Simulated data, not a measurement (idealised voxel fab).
This section sets out a process module, namely voxel quadruple lines.
This is section cut - it's 240 nm across, gridded in 5 nm square cells.
Square cells in a grid make up a cross-section in this document, and the grid is given as bands, listed from the top down, each one or more rows of cells. Band: top height; bottom height; in nm. Then, left to right: material with width in nm, for each material. "everywhere": a single material spanning edge to edge. "blank": empty space. Note: height 0 marks the level under which the wafer is uniformly one material as received. Lowest band unbounded below, written "0 and below". A two-number width, for instance "30..40", indicates that the width is equal to the first number in the top row of the band and to the second number in the bottom row, and that it changes by a constant amount per row of cells. "everything unchanged" after a step means that no cell of the cross-section changed. The list in "Cavities, closed" covers empty spaces of 8 cells or more that cannot reach the top through any open way, and it gives each as width x height at distance; the distance is from the left edge, and width, height and distance are in nm. On a step's line, text after the settings is the simulator commenting on that step. The setting "overlay nm" may be written on the line of a step. When the step uses a mask, the value reports how far to the right of the planned place the mask lay, and a negative value reports that it lay to the left.

Here's what the planned process steps look like:
1 op RECEIVE | material Si
2 op CONFORMAL_DEP | material SiO2 | thk nm 10
3 op DIRECTIONAL_DEP | material TiN | thk nm 15
4 op DIRECTIONAL_DEP | material polySi | thk nm 20
5 op DIRECTIONAL_DEP | material aC | thk nm 20
6 op PATTERN | tone cover | mask id MANDREL | material resist | width nm 30 | thk nm 30 | overlay nm 0
7 op DIRECTIONAL_ETCH | etch materials aC | depth nm 20
8 op STRIP | etch materials resist
9 op CONFORMAL_DEP | material SiO2 | thk nm 10
10 op DIRECTIONAL_ETCH | etch materials SiO2 | depth nm 10
11 op STRIP | etch materials aC
12 op DIRECTIONAL_ETCH | etch materials polySi | depth nm 20
13 op STRIP | etch materials SiO2
14 op CONFORMAL_DEP | material SiCN | thk nm 10
15 op DIRECTIONAL_ETCH | etch materials SiCN | depth nm 10
16 op STRIP | etch materials polySi
17 op DIRECTIONAL_ETCH | etch materials TiN | depth nm 15
18 op STRIP | etch materials SiCN

First of the two wafers, run per plan:

Cross-section of the wafer at receipt, which is the condition after step 1:
  0 and below  Si everywhere
  Cavities, closed: none

Cross-section through the wafer, step 2 finished:
  10 down to 0  SiO2 everywhere
  At heights below 0, the structure remains unaltered.

Cross-section through the wafer, step 3 finished:
  25 down to 10  TiN everywhere
  At heights below 10, the structure remains unaltered.

Cross-section through the wafer, step 4 finished:
  45 down to 25  polySi everywhere
  At heights below 25, the structure remains unaltered.

Cross-section through the wafer, step 5 finished:
  65 down to 45  aC everywhere
  At heights below 45, the structure remains unaltered.

Cross-section through the wafer, step 6 finished:
  95 down to 65  blank 105 nm | resist 30 nm | blank 105 nm
  At heights below 65, the structure remains unaltered.

Cross-section through the wafer, step 7 finished:
  75 down to 65  blank 105 nm | resist 30 nm | blank 105 nm
  65 down to 45  blank 105 nm | aC 30 nm | blank 105 nm
  At heights below 45, the structure remains unaltered.

Cross-section through the wafer, step 8 finished:
  65 down to 45  blank 105 nm | aC 30 nm | blank 105 nm
  At heights below 45, the structure remains unaltered.

Cross-section through the wafer, step 9 finished:
  75 down to 65  blank 95 nm | SiO2 50 nm | blank 95 nm
  65 down to 55  blank 95 nm | SiO2 10 nm | aC 30 nm | SiO2 10 nm | blank 95 nm
  55 down to 45  SiO2 105 nm | aC 30 nm | SiO2 105 nm
  At heights below 45, the structure remains unaltered.

Cross-section through the wafer, step 10 finished:
  65 down to 45  blank 95 nm | SiO2 10 nm | aC 30 nm | SiO2 10 nm | blank 95 nm
  At heights below 45, the structure remains unaltered.

Cross-section through the wafer, step 11 finished:
  65 down to 45  blank 95 nm | SiO2 10 nm | blank 30 nm | SiO2 10 nm | blank 95 nm
  At heights below 45, the structure remains unaltered.

Cross-section through the wafer, step 12 finished:
  65 down to 45  blank 95 nm | SiO2 10 nm | blank 30 nm | SiO2 10 nm | blank 95 nm
  45 down to 25  blank 95 nm | polySi 10 nm | blank 30 nm | polySi 10 nm | blank 95 nm
  At heights below 25, the structure remains unaltered.

Cross-section through the wafer, step 13 finished:
  45 down to 25  blank 95 nm | polySi 10 nm | blank 30 nm | polySi 10 nm | blank 95 nm
  At heights below 25, the structure remains unaltered.

Cross-section through the wafer, step 14 finished:
  55 down to 45  blank 85 nm | SiCN 30 nm | blank 10 nm | SiCN 30 nm | blank 85 nm
  45 down to 35  blank 85 nm | SiCN 10 nm | polySi 10 nm | SiCN 10 nm | blank 10 nm | SiCN 10 nm | polySi 10 nm | SiCN 10 nm | blank 85 nm
  35 down to 25  SiCN 95 nm | polySi 10 nm | SiCN 30 nm | polySi 10 nm | SiCN 95 nm
  At heights below 25, the structure remains unaltered.

Cross-section through the wafer, step 15 finished:
  45 down to 25  blank 85 nm | SiCN 10 nm | polySi 10 nm | SiCN 10 nm | blank 10 nm | SiCN 10 nm | polySi 10 nm | SiCN 10 nm | blank 85 nm
  At heights below 25, the structure remains unaltered.

Cross-section through the wafer, step 16 finished:
  45 down to 25  blank 85 nm | SiCN 10 nm | blank 10 nm | SiCN 10 nm | blank 10 nm | SiCN 10 nm | blank 10 nm | SiCN 10 nm | blank 85 nm
  At heights below 25, the structure remains unaltered.

Cross-section through the wafer, step 17 finished:
  45 down to 25  blank 85 nm | SiCN 10 nm | blank 10 nm | SiCN 10 nm | blank 10 nm | SiCN 10 nm | blank 10 nm | SiCN 10 nm | blank 85 nm
  25 down to 10  blank 85 nm | TiN 10 nm | blank 10 nm | TiN 10 nm | blank 10 nm | TiN 10 nm | blank 10 nm | TiN 10 nm | blank 85 nm
  At heights below 10, the structure remains unaltered.

Cross-section through the wafer, step 18 finished:
  25 down to 10  blank 85 nm | TiN 10 nm | blank 10 nm | TiN 10 nm | blank 10 nm | TiN 10 nm | blank 10 nm | TiN 10 nm | blank 85 nm
  At heights below 10, the structure remains unaltered.

The second wafer began exactly as the first did and followed the same plan, but one mistake was made while running it; through step 2 inclusive, the two wafers are identical:

Second wafer cross-section, taken as of the time the plan sets for step 3 to be done:
  40 down to 10  TiN everywhere
  At heights below 10, the structure remains unaltered.

Second wafer cross-section, taken as of the time the plan sets for step 4 to be done:
  60 down to 40  polySi everywhere
  At heights below 40, the structure remains unaltered.

Second wafer cross-section, taken as of the time the plan sets for step 5 to be done:
  80 down to 60  aC everywhere
  At heights below 60, the structure remains unaltered.

Second wafer cross-section, taken as of the time the plan sets for step 6 to be done:
  110 down to 80  blank 105 nm | resist 30 nm | blank 105 nm
  At heights below 80, the structure remains unaltered.

Second wafer cross-section, taken as of the time the plan sets for step 7 to be done:
  90 down to 80  blank 105 nm | resist 30 nm | blank 105 nm
  80 down to 60  blank 105 nm | aC 30 nm | blank 105 nm
  At heights below 60, the structure remains unaltered.

Second wafer cross-section, taken as of the time the plan sets for step 8 to be done:
  80 down to 60  blank 105 nm | aC 30 nm | blank 105 nm
  At heights below 60, the structure remains unaltered.

Second wafer cross-section, taken as of the time the plan sets for step 9 to be done:
  90 down to 80  blank 95 nm | SiO2 50 nm | blank 95 nm
  80 down to 70  blank 95 nm | SiO2 10 nm | aC 30 nm | SiO2 10 nm | blank 95 nm
  70 down to 60  SiO2 105 nm | aC 30 nm | SiO2 105 nm
  At heights below 60, the structure remains unaltered.

Second wafer cross-section, taken as of the time the plan sets for step 10 to be done:
  80 down to 60  blank 95 nm | SiO2 10 nm | aC 30 nm | SiO2 10 nm | blank 95 nm
  At heights below 60, the structure remains unaltered.

Second wafer cross-section, taken as of the time the plan sets for step 11 to be done:
  80 down to 60  blank 95 nm | SiO2 10 nm | blank 30 nm | SiO2 10 nm | blank 95 nm
  At heights below 60, the structure remains unaltered.

Second wafer cross-section, taken as of the time the plan sets for step 12 to be done:
  80 down to 60  blank 95 nm | SiO2 10 nm | blank 30 nm | SiO2 10 nm | blank 95 nm
  60 down to 40  blank 95 nm | polySi 10 nm | blank 30 nm | polySi 10 nm | blank 95 nm
  At heights below 40, the structure remains unaltered.

Second wafer cross-section, taken as of the time the plan sets for step 13 to be done:
  60 down to 40  blank 95 nm | polySi 10 nm | blank 30 nm | polySi 10 nm | blank 95 nm
  At heights below 40, the structure remains unaltered.

Second wafer cross-section, taken as of the time the plan sets for step 14 to be done:
  70 down to 60  blank 85 nm | SiCN 30 nm | blank 10 nm | SiCN 30 nm | blank 85 nm
  60 down to 50  blank 85 nm | SiCN 10 nm | polySi 10 nm | SiCN 10 nm | blank 10 nm | SiCN 10 nm | polySi 10 nm | SiCN 10 nm | blank 85 nm
  50 down to 40  SiCN 95 nm | polySi 10 nm | SiCN 30 nm | polySi 10 nm | SiCN 95 nm
  At heights below 40, the structure remains unaltered.

Second wafer cross-section, taken as of the time the plan sets for step 15 to be done:
  60 down to 40  blank 85 nm | SiCN 10 nm | polySi 10 nm | SiCN 10 nm | blank 10 nm | SiCN 10 nm | polySi 10 nm | SiCN 10 nm | blank 85 nm
  At heights below 40, the structure remains unaltered.

Second wafer cross-section, taken as of the time the plan sets for step 16 to be done:
  60 down to 40  blank 85 nm | SiCN 10 nm | blank 10 nm | SiCN 10 nm | blank 10 nm | SiCN 10 nm | blank 10 nm | SiCN 10 nm | blank 85 nm
  At heights below 40, the structure remains unaltered.

Second wafer cross-section, taken as of the time the plan sets for step 17 to be done:
  60 down to 40  blank 85 nm | SiCN 10 nm | blank 10 nm | SiCN 10 nm | blank 10 nm | SiCN 10 nm | blank 10 nm | SiCN 10 nm | blank 85 nm
  40 down to 25  blank 85 nm | TiN 10 nm | blank 10 nm | TiN 10 nm | blank 10 nm | TiN 10 nm | blank 10 nm | TiN 10 nm | blank 85 nm
  At heights below 25, the structure remains unaltered.

Second wafer cross-section, taken as of the time the plan sets for step 18 to be done:
  40 down to 25  blank 85 nm | TiN 10 nm | blank 10 nm | TiN 10 nm | blank 10 nm | TiN 10 nm | blank 10 nm | TiN 10 nm | blank 85 nm
  At heights below 25, the structure remains unaltered.
Run error: plan step 3 ran twice
End of process, cell counts, second wafer against first, materials with more or fewer: TiN: 144 more
